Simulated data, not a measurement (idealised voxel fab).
process module | voxel trench capacitor
cross-section cut | 230 nm wide | cells 5 nm
A cross-section is a grid of square cells, given in bands from the top down. A band is one or more rows of cells.
Each band's line starts with the height of the band's top and of its bottom, in nm. Then come its materials from left to right, each with its width in nm. One material with "throughout" fills the band from edge to edge. "air" is empty space.
Height 0 is the level under which the wafer as received is all one material. The lowest band goes on downwards, as in "0 down".
A width such as "30 to 40" changes by the same amount from each row of cells to the next, from the band's top row to its bottom row.
"no change" after a step means that no cell of the cross-section changed.
closed voids: empty space of 8 cells or more with no open way to the top, each as width x height at its distance from the left edge, in nm
after a step's settings: what the simulator itself notes on the step
overlay nm, on a step with a mask: how far to the right of its planned place the mask lay; to the left if negative
plan
1 op RECEIVE | material Si
2 op CONFORMAL_DEP | material SiN | thk nm 5
3 op DIRECTIONAL_DEP | material aC | thk nm 10
4 op PATTERN | tone open | mask id TRENCH | material resist | width nm 30 | pitch nm 55 | thk nm 30 | overlay nm 0
5 op DIRECTIONAL_ETCH | etch materials aC | depth nm 10
6 op STRIP | etch materials resist
7 op DIRECTIONAL_ETCH | etch materials SiN | depth nm 5
8 op DIRECTIONAL_ETCH | etch materials Si | depth nm 30
9 op STRIP | etch materials aC
10 op CONFORMAL_DEP | material HfO2 | thk nm 5
11 op CONFORMAL_DEP | material TiN | thk nm 5
12 op FILL_DEP | material W | thk nm 5
13 op CMP | height nm 5
varied across the wafers: thk nm of step 2. The plan shows the first wafer's value. All wafers start alike
first wafer as received, after step 1
  0 down: Si throughout
  closed voids: none
first wafer at the end, after step 13
  5 to 0: SiN 70 | HfO2 5 | TiN 5 | W 10 | TiN 5 | HfO2 5 | SiN 25 | HfO2 5 | TiN 5 | W 10 | TiN 5 | HfO2 5 | SiN 75
  0 to -20: Si 70 | HfO2 5 | TiN 5 | W 10 | TiN 5 | HfO2 5 | Si 25 | HfO2 5 | TiN 5 | W 10 | TiN 5 | HfO2 5 | Si 75
  -20 to -25: Si 70 | HfO2 5 | TiN 20 | HfO2 5 | Si 25 | HfO2 5 | TiN 20 | HfO2 5 | Si 75
  -25 to -30: Si 70 | HfO2 30 | Si 25 | HfO2 30 | Si 75
  -30 down: Si throughout
  closed voids: none
last wafer at the end
  5 to 0: SiN throughout
  0 down: Si throughout
  closed voids: none
each wafer at the end: cells of each material gained (+) or lost (-) since it was received, then its closed voids
thk nm 5 | +36 HfO2 | -72 Si | +34 SiN | +28 TiN | +20 W | closed voids: none
thk nm 10 | +46 SiN | closed voids: none
thk nm 15 | +46 SiN | closed voids: none
thk nm 20 | +46 SiN | closed voids: none
